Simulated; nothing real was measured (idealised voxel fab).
Process module in this document: voxel transistor to metal
Section shown: cut. Width: 195 nm. Cell size: 5 nm, square.
In what follows, cross-sections appear as grids of square cells, described through bands that run from the top down, where every band is one or more rows of cells.
For a band, the entry starts with two heights in nm, that of the top and then that of the bottom, and carries on with the band's materials in order from left to right, each alongside its width in nm; the word "everywhere" beside a single material means it fills the band edge to edge, and "empty" means empty space.
Counting heights begins at 0, where everything beneath is, in the wafer as received, one material. The lowest band has no bottom; it goes on downwards, as "z 0 and below" shows.
Per-row width for "30 to 40": begins at first number (top row of band), ends at second number (bottom row), increment between rows held constant.
Where the words "nothing altered" appear for a step, the cross-section shows no cell changed by that step; every cell remained as before.
This entry, "Enclosed cavity list", enumerates those empty regions of no fewer than 8 cells that possess no open connection to the top. Each region is reported in the form width x height at distance, the distance being taken from the left edge, with all three quantities expressed in nm.
Step line, after settings: the simulator's comment on this step.
overlay nm: right-of-plan distance of the mask on a masked step; negative values mean left-of-plan.

[Intended process steps]
1: RECEIVE, material Si
2: OXIDIZE, depth nm 5
3: CONFORMAL_DEP, material SiN, thk nm 10
4: DIRECTIONAL_DEP, material aC, thk nm 10
5: PATTERN, tone cover, mask id ACTIVE, material resist, width nm 105, thk nm 25, overlay nm 0
6: DIRECTIONAL_ETCH, etch materials aC, depth nm 10
7: STRIP, etch materials resist
8: DIRECTIONAL_ETCH, etch materials SiN, depth nm 10
9: DIRECTIONAL_ETCH, etch materials SiO2, depth nm 5
10: DIRECTIONAL_ETCH, etch materials Si, depth nm 35
11: STRIP, etch materials aC
12: OXIDIZE, depth nm 5
13: FILL_DEP, material SiO2, thk nm 15
14: CMP, height nm 10
15: SELECTIVE_ETCH, etch materials SiO2, depth nm 10
16: STRIP, etch materials SiN
17: SELECTIVE_ETCH, etch materials SiO2, depth nm 5
18: OXIDIZE, depth nm 5
19: DIRECTIONAL_DEP, material polySi, thk nm 30
20: DIRECTIONAL_DEP, material SiCN, thk nm 10
21: DIRECTIONAL_DEP, material aC, thk nm 15
22: PATTERN, tone cover, mask id GATE, material resist, width nm 35, thk nm 35, overlay nm 0
23: DIRECTIONAL_ETCH, etch materials aC, depth nm 15
24: STRIP, etch materials resist
25: DIRECTIONAL_ETCH, etch materials SiCN, depth nm 20
26: DIRECTIONAL_ETCH, etch materials polySi, depth nm 40
27: STRIP, etch materials aC
28: CONFORMAL_DEP, material SiO2, thk nm 5
29: DIRECTIONAL_ETCH, etch materials SiO2, depth nm 5
30: CONFORMAL_DEP, material SiN, thk nm 5
31: DIRECTIONAL_ETCH, etch materials SiN, depth nm 5
32: DIRECTIONAL_ETCH, etch materials SiO2, depth nm 5
33: DIRECTIONAL_ETCH, etch materials Si, depth nm 5
34: EPI, material nSi, thk nm 10
35: FILL_DEP, material SiO2, thk nm 10
36: CMP, height nm 25
37: STRIP, etch materials polySi
38: SELECTIVE_ETCH, etch materials SiO2, depth nm 5
39: CONFORMAL_DEP, material HfO2, thk nm 5
40: CONFORMAL_DEP, material TiN, thk nm 5
41: FILL_DEP, material W, thk nm 5
42: CMP, height nm 20
43: DIRECTIONAL_DEP, material SiO2, thk nm 10
44: PATTERN, tone open, mask id CONTACT, material resist, width nm 15, pitch nm 80, thk nm 15, overlay nm 0
45: DIRECTIONAL_ETCH, etch materials SiO2, depth nm 35
46: STRIP, etch materials resist
47: CONFORMAL_DEP, material TiN, thk nm 5
48: FILL_DEP, material W, thk nm 10
49: CMP, height nm 30
50: DIRECTIONAL_DEP, material TiN, thk nm 5
51: DIRECTIONAL_DEP, material Ru, thk nm 20
52: PATTERN, tone cover, mask id METAL_1, material resist, width nm 15, pitch nm 80, thk nm 15, overlay nm 0
53: DIRECTIONAL_ETCH, etch materials Ru, depth nm 20
54: DIRECTIONAL_ETCH, etch materials TiN, depth nm 5
55: STRIP, etch materials resist
56: FILL_DEP, material lowk, thk nm 5
57: CMP, height nm 55
58: CONFORMAL_DEP, material SiCN, thk nm 5
59: DIRECTIONAL_DEP, material SiO2, thk nm 35
60: PATTERN, tone open, mask id METAL_2, material resist, width nm 15, pitch nm 80, thk nm 15, overlay nm 0
61: DIRECTIONAL_ETCH, etch materials SiO2, depth nm 20
62: STRIP, etch materials resist
63: PATTERN, tone open, mask id METAL_2_HOLES, material resist, width nm 15, pitch nm 80, thk nm 15, overlay nm 0
64: DIRECTIONAL_ETCH, etch materials SiO2, depth nm 15
65: DIRECTIONAL_ETCH, etch materials SiCN, depth nm 5
66: STRIP, etch materials resist
67: CONFORMAL_DEP, material TiN, thk nm 5
68: FILL_DEP, material Cu, thk nm 10
69: CMP, height nm 95
70: CONFORMAL_DEP, material SiCN, thk nm 5

[as received, after step 1]
- z 0 and below: Si everywhere
- Enclosed cavity list: none

[Here's the cross-section of the first of our two wafers at the end of the module - it ran as planned]
- z 100 to 95: SiCN everywhere
- z 95 to 60: SiO2 50 nm, TiN 5 nm, Cu 5 nm, TiN 5 nm, SiO2 65 nm, TiN 5 nm, Cu 5 nm, TiN 5 nm, SiO2 50 nm
- z 60 to 55: SiCN 50 nm, TiN 15 nm, SiCN 65 nm, TiN 15 nm, SiCN 50 nm
- z 55 to 35: lowk 50 nm, Ru 15 nm, lowk 65 nm, Ru 15 nm, lowk 50 nm
- z 35 to 30: lowk 50 nm, TiN 15 nm, lowk 65 nm, TiN 15 nm, lowk 50 nm
- z 30 to 20: SiO2 50 nm, TiN 5 nm, W 5 nm, TiN 5 nm, SiO2 65 nm, TiN 5 nm, W 5 nm, TiN 5 nm, SiO2 50 nm
- z 20 to 5: SiO2 50 nm, TiN 5 nm, W 5 nm, TiN 5 nm, SiO2 5 nm, SiN 5 nm, HfO2 5 nm, TiN 5 nm, W 25 nm, TiN 5 nm, HfO2 5 nm, SiN 5 nm, SiO2 5 nm, TiN 5 nm, W 5 nm, TiN 5 nm, SiO2 50 nm
- z 5 to 0: SiO2 50 nm, TiN 15 nm, SiO2 5 nm, SiN 5 nm, HfO2 5 nm, TiN 5 nm, W 25 nm, TiN 5 nm, HfO2 5 nm, SiN 5 nm, SiO2 5 nm, TiN 15 nm, SiO2 50 nm
- z 0 to -5: SiO2 50 nm, TiN 10 nm, nSi 10 nm, SiN 5 nm, HfO2 5 nm, TiN 35 nm, HfO2 5 nm, SiN 5 nm, nSi 10 nm, TiN 10 nm, SiO2 50 nm
- z -5 to -10: SiO2 45 nm, nSi 25 nm, SiO2 5 nm, HfO2 45 nm, SiO2 5 nm, nSi 25 nm, SiO2 45 nm
- z -10 to -15: SiO2 50 nm, nSi 20 nm, Si 55 nm, nSi 20 nm, SiO2 50 nm
- z -15 to -45: SiO2 50 nm, Si 95 nm, SiO2 50 nm
- z -45 and below: Si everywhere
- Enclosed cavity list: none

[second wafer at the end: like start, like plan, one mistake]
- z 100 to 95: SiCN everywhere
- z 95 to 60: SiO2 everywhere
- z 60 to 55: SiCN everywhere
- z 55 to 35: lowk 50 nm, Ru 15 nm, lowk 65 nm, Ru 15 nm, lowk 50 nm
- z 35 to 30: lowk 50 nm, TiN 15 nm, lowk 65 nm, TiN 15 nm, lowk 50 nm
- z 30 to 20: SiO2 50 nm, TiN 5 nm, W 5 nm, TiN 5 nm, SiO2 65 nm, TiN 5 nm, W 5 nm, TiN 5 nm, SiO2 50 nm
- z 20 to 5: SiO2 50 nm, TiN 5 nm, W 5 nm, TiN 5 nm, SiO2 5 nm, SiN 5 nm, HfO2 5 nm, TiN 5 nm, W 25 nm, TiN 5 nm, HfO2 5 nm, SiN 5 nm, SiO2 5 nm, TiN 5 nm, W 5 nm, TiN 5 nm, SiO2 50 nm
- z 5 to 0: SiO2 50 nm, TiN 15 nm, SiO2 5 nm, SiN 5 nm, HfO2 5 nm, TiN 5 nm, W 25 nm, TiN 5 nm, HfO2 5 nm, SiN 5 nm, SiO2 5 nm, TiN 15 nm, SiO2 50 nm
- z 0 to -5: SiO2 50 nm, TiN 10 nm, nSi 10 nm, SiN 5 nm, HfO2 5 nm, TiN 35 nm, HfO2 5 nm, SiN 5 nm, nSi 10 nm, TiN 10 nm, SiO2 50 nm
- z -5 to -10: SiO2 45 nm, nSi 25 nm, SiO2 5 nm, HfO2 45 nm, SiO2 5 nm, nSi 25 nm, SiO2 45 nm
- z -10 to -15: SiO2 50 nm, nSi 20 nm, Si 55 nm, nSi 20 nm, SiO2 50 nm
- z -15 to -45: SiO2 50 nm, Si 95 nm, SiO2 50 nm
- z -45 and below: Si everywhere
- Enclosed cavity list: none
In executing the process, a mistake was made relative to the plan: it should be noted that step 59 of the plan was executed twice
The final cell counts differ between the wafers, with the second having more or fewer of some materials than the first: Cu: 14 fewer; SiCN: 6 more; SiO2: 42 more; TiN: 34 fewer
